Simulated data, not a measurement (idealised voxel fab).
process module | voxel quadruple lines
cross-section cut | 175 nm wide | cells 5 nm
A cross-section is a grid of square cells, given in bands from the top down. A band is one or more rows of cells.
Each band's line starts with the height of the band's top and of its bottom, in nm. Then come its materials from left to right, each with its width in nm. One material with "throughout" fills the band from edge to edge. "air" is empty space.
Height 0 is the level under which the wafer as received is all one material. The lowest band goes on downwards, as in "0 down".
A width such as "30 to 40" changes by the same amount from each row of cells to the next, from the band's top row to its bottom row.
"no change" after a step means that no cell of the cross-section changed.
closed voids: empty space of 8 cells or more with no open way to the top, each as width x height at its distance from the left edge, in nm
after a step's settings: what the simulator itself notes on the step
overlay nm, on a step with a mask: how far to the right of its planned place the mask lay; to the left if negative
plan
1 op RECEIVE | material Si
2 op CONFORMAL_DEP | material SiO2 | thk nm 5
3 op DIRECTIONAL_DEP | material W | thk nm 15
4 op DIRECTIONAL_DEP | material polySi | thk nm 15
5 op DIRECTIONAL_DEP | material aC | thk nm 20
6 op PATTERN | tone cover | mask id MANDREL | material resist | width nm 25 | thk nm 30 | overlay nm 0
7 op DIRECTIONAL_ETCH | etch materials aC | depth nm 20
8 op STRIP | etch materials resist
9 op CONFORMAL_DEP | material SiO2 | thk nm 15
10 op DIRECTIONAL_ETCH | etch materials SiO2 | depth nm 15
11 op STRIP | etch materials aC
12 op DIRECTIONAL_ETCH | etch materials polySi | depth nm 15
13 op STRIP | etch materials SiO2
14 op CONFORMAL_DEP | material SiCN | thk nm 5
15 op DIRECTIONAL_ETCH | etch materials SiCN | depth nm 5
16 op STRIP | etch materials polySi
17 op DIRECTIONAL_ETCH | etch materials W | depth nm 15
18 op STRIP | etch materials SiCN
19 op FILL_DEP | material SiO2 | thk nm 5
20 op CMP | height nm 20
as received, after step 1
  0 down: Si throughout
  closed voids: none
a wafer at the end: this start, this plan, one mistake
  10 to 5: SiO2 55 | W 5 | SiO2 15 | W 5 | SiO2 15 | W 5 | SiO2 15 | W 5 | SiO2 55
  5 to 0: SiO2 throughout
  0 down: Si throughout
  closed voids: none
what went wrong: step 20 ran as: op CMP | height nm 10
